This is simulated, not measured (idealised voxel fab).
process module | voxel self aligned vias
cross-section cut | 285 nm wide | cells 5 nm
A cross-section is a grid of square cells, given in bands from the top down. A band is one or more rows of cells.
Each band's line starts with the height of the band's top and of its bottom, in nm. Then come its materials from left to right, each with its width in nm. One material with "throughout" fills the band from edge to edge. "air" is empty space.
Height 0 is the level under which the wafer as received is all one material. The lowest band goes on downwards, as in "0 down".
A width such as "30 to 40" changes by the same amount from each row of cells to the next, from the band's top row to its bottom row.
"no change" after a step means that no cell of the cross-section changed.
closed voids: empty space of 8 cells or more with no open way to the top, each as width x height at its distance from the left edge, in nm
after a step's settings: what the simulator itself notes on the step
overlay nm, on a step with a mask: how far to the right of its planned place the mask lay; to the left if negative
plan
1 op RECEIVE | material Si
2 op CONFORMAL_DEP | material SiO2 | thk nm 10
3 op CONFORMAL_DEP | material SiCN | thk nm 5
4 op DIRECTIONAL_DEP | material lowk | thk nm 25
5 op PATTERN | tone open | mask id LINES | material resist | width nm 25 | pitch nm 70 | thk nm 15 | overlay nm 0
6 op DIRECTIONAL_ETCH | etch materials lowk | depth nm 25
7 op STRIP | etch materials resist
8 op CONFORMAL_DEP | material TiN | thk nm 5
9 op FILL_DEP | material Ru | thk nm 10
10 op CMP | height nm 40
11 op SELECTIVE_ETCH | etch materials W Ru TiN | depth nm 5
12 op FILL_DEP | material SiN | thk nm 10
13 op CMP | height nm 40
14 op DIRECTIONAL_DEP | material lowk | thk nm 20
15 op DIRECTIONAL_DEP | material aC | thk nm 15
16 op PATTERN | tone open | mask id VIAS | material resist | width nm 45 | pitch nm 70 | thk nm 30 | overlay nm 0
17 op DIRECTIONAL_ETCH | etch materials aC | depth nm 15
18 op STRIP | etch materials resist
19 op DIRECTIONAL_ETCH | etch materials lowk | depth nm 20
20 op DIRECTIONAL_ETCH | etch materials SiN | depth nm 5
21 op STRIP | etch materials aC
22 op CONFORMAL_DEP | material TiN | thk nm 5
23 op FILL_DEP | material Cu | thk nm 10
24 op CMP | height nm 60
25 op CONFORMAL_DEP | material SiCN | thk nm 5
first wafer, as planned
as received, after step 1
  0 down: Si throughout
  closed voids: none
after step 2
  10 to 0: SiO2 throughout
  below 0: unchanged
after step 3
  15 to 10: SiCN throughout
  below 10: unchanged
after step 4
  40 to 15: lowk throughout
  below 15: unchanged
after step 5
  55 to 40: resist 95 | air 25 | resist 45 | air 25 | resist 95
  below 40: unchanged
after step 6
  55 to 40: resist 95 | air 25 | resist 45 | air 25 | resist 95
  40 to 15: lowk 95 | air 25 | lowk 45 | air 25 | lowk 95
  below 15: unchanged
after step 7
  40 to 15: lowk 95 | air 25 | lowk 45 | air 25 | lowk 95
  below 15: unchanged
after step 8
  45 to 40: TiN 100 | air 15 | TiN 55 | air 15 | TiN 100
  40 to 20: lowk 95 | TiN 5 | air 15 | TiN 5 | lowk 45 | TiN 5 | air 15 | TiN 5 | lowk 95
  20 to 15: lowk 95 | TiN 25 | lowk 45 | TiN 25 | lowk 95
  below 15: unchanged
after step 9
  55 to 45: Ru throughout
  45 to 40: TiN 100 | Ru 15 | TiN 55 | Ru 15 | TiN 100
  40 to 20: lowk 95 | TiN 5 | Ru 15 | TiN 5 | lowk 45 | TiN 5 | Ru 15 | TiN 5 | lowk 95
  below 20: unchanged
after step 10
  40 to 20: lowk 95 | TiN 5 | Ru 15 | TiN 5 | lowk 45 | TiN 5 | Ru 15 | TiN 5 | lowk 95
  below 20: unchanged
after step 11
  40 to 35: lowk 95 | air 25 | lowk 45 | air 25 | lowk 95
  below 35: unchanged
after step 12
  50 to 40: SiN throughout
  40 to 35: lowk 95 | SiN 25 | lowk 45 | SiN 25 | lowk 95
  below 35: unchanged
after step 13
  40 to 35: lowk 95 | SiN 25 | lowk 45 | SiN 25 | lowk 95
  below 35: unchanged
after step 14
  60 to 40: lowk throughout
  below 40: unchanged
after step 15
  75 to 60: aC throughout
  below 60: unchanged
after step 16
  105 to 75: resist 85 | air 45 | resist 25 | air 45 | resist 85
  below 75: unchanged
after step 17
  90 to 75: resist 85 | air 45 | resist 25 | air 45 | resist 85
  75 to 60: aC 85 | air 45 | aC 25 | air 45 | aC 85
  below 60: unchanged
after step 18
  75 to 60: aC 85 | air 45 | aC 25 | air 45 | aC 85
  below 60: unchanged
after step 19
  75 to 60: aC 85 | air 45 | aC 25 | air 45 | aC 85
  60 to 40: lowk 85 | air 45 | lowk 25 | air 45 | lowk 85
  below 40: unchanged
after step 20
  75 to 60: aC 85 | air 45 | aC 25 | air 45 | aC 85
  60 to 40: lowk 85 | air 45 | lowk 25 | air 45 | lowk 85
  40 to 35: lowk 95 | air 25 | lowk 45 | air 25 | lowk 95
  below 35: unchanged
after step 21
  60 to 40: lowk 85 | air 45 | lowk 25 | air 45 | lowk 85
  below 40: unchanged
after step 22
  65 to 60: TiN 90 | air 35 | TiN 35 | air 35 | TiN 90
  60 to 45: lowk 85 | TiN 5 | air 35 | TiN 5 | lowk 25 | TiN 5 | air 35 | TiN 5 | lowk 85
  45 to 40: lowk 85 | TiN 15 | air 15 | TiN 15 | lowk 25 | TiN 15 | air 15 | TiN 15 | lowk 85
  40 to 35: lowk 95 | TiN 25 | lowk 45 | TiN 25 | lowk 95
  below 35: unchanged
after step 23
  75 to 65: Cu throughout
  65 to 60: TiN 90 | Cu 35 | TiN 35 | Cu 35 | TiN 90
  60 to 45: lowk 85 | TiN 5 | Cu 35 | TiN 5 | lowk 25 | TiN 5 | Cu 35 | TiN 5 | lowk 85
  45 to 40: lowk 85 | TiN 15 | Cu 15 | TiN 15 | lowk 25 | TiN 15 | Cu 15 | TiN 15 | lowk 85
  below 40: unchanged
after step 24
  60 to 45: lowk 85 | TiN 5 | Cu 35 | TiN 5 | lowk 25 | TiN 5 | Cu 35 | TiN 5 | lowk 85
  below 45: unchanged
after step 25
  65 to 60: SiCN throughout
  below 60: unchanged
second wafer: like start, like plan, one mistake. Through step 15 it matches the first wafer
when step 16 should have ended
  105 to 75: resist 80 | air 55 | resist 15 | air 55 | resist 80
  below 75: unchanged
when step 17 should have ended
  90 to 75: resist 80 | air 55 | resist 15 | air 55 | resist 80
  75 to 60: aC 80 | air 55 | aC 15 | air 55 | aC 80
  below 60: unchanged
when step 18 should have ended
  75 to 60: aC 80 | air 55 | aC 15 | air 55 | aC 80
  below 60: unchanged
when step 19 should have ended
  75 to 60: aC 80 | air 55 | aC 15 | air 55 | aC 80
  60 to 40: lowk 80 | air 55 | lowk 15 | air 55 | lowk 80
  below 40: unchanged
when step 20 should have ended
  75 to 60: aC 80 | air 55 | aC 15 | air 55 | aC 80
  60 to 40: lowk 80 | air 55 | lowk 15 | air 55 | lowk 80
  40 to 35: lowk 95 | air 25 | lowk 45 | air 25 | lowk 95
  below 35: unchanged
when step 21 should have ended
  60 to 40: lowk 80 | air 55 | lowk 15 | air 55 | lowk 80
  below 40: unchanged
when step 22 should have ended
  65 to 60: TiN 85 | air 45 | TiN 25 | air 45 | TiN 85
  60 to 45: lowk 80 | TiN 5 | air 45 | TiN 5 | lowk 15 | TiN 5 | air 45 | TiN 5 | lowk 80
  45 to 40: lowk 80 | TiN 20 | air 15 | TiN 20 | lowk 15 | TiN 20 | air 15 | TiN 20 | lowk 80
  40 to 35: lowk 95 | TiN 25 | lowk 45 | TiN 25 | lowk 95
  below 35: unchanged
when step 23 should have ended
  75 to 65: Cu throughout
  65 to 60: TiN 85 | Cu 45 | TiN 25 | Cu 45 | TiN 85
  60 to 45: lowk 80 | TiN 5 | Cu 45 | TiN 5 | lowk 15 | TiN 5 | Cu 45 | TiN 5 | lowk 80
  45 to 40: lowk 80 | TiN 20 | Cu 15 | TiN 20 | lowk 15 | TiN 20 | Cu 15 | TiN 20 | lowk 80
  below 40: unchanged
when step 24 should have ended
  60 to 45: lowk 80 | TiN 5 | Cu 45 | TiN 5 | lowk 15 | TiN 5 | Cu 45 | TiN 5 | lowk 80
  below 45: unchanged
when step 25 should have ended
  65 to 60: SiCN throughout
  below 60: unchanged
what went wrong: step 16 ran as: op PATTERN | tone open | mask id VIAS | material resist | width nm 55 | pitch nm 70 | thk nm 30 | overlay nm 0
at the end the second wafer has, in cells: 12 more of Cu | 4 more of TiN | 16 fewer of lowk
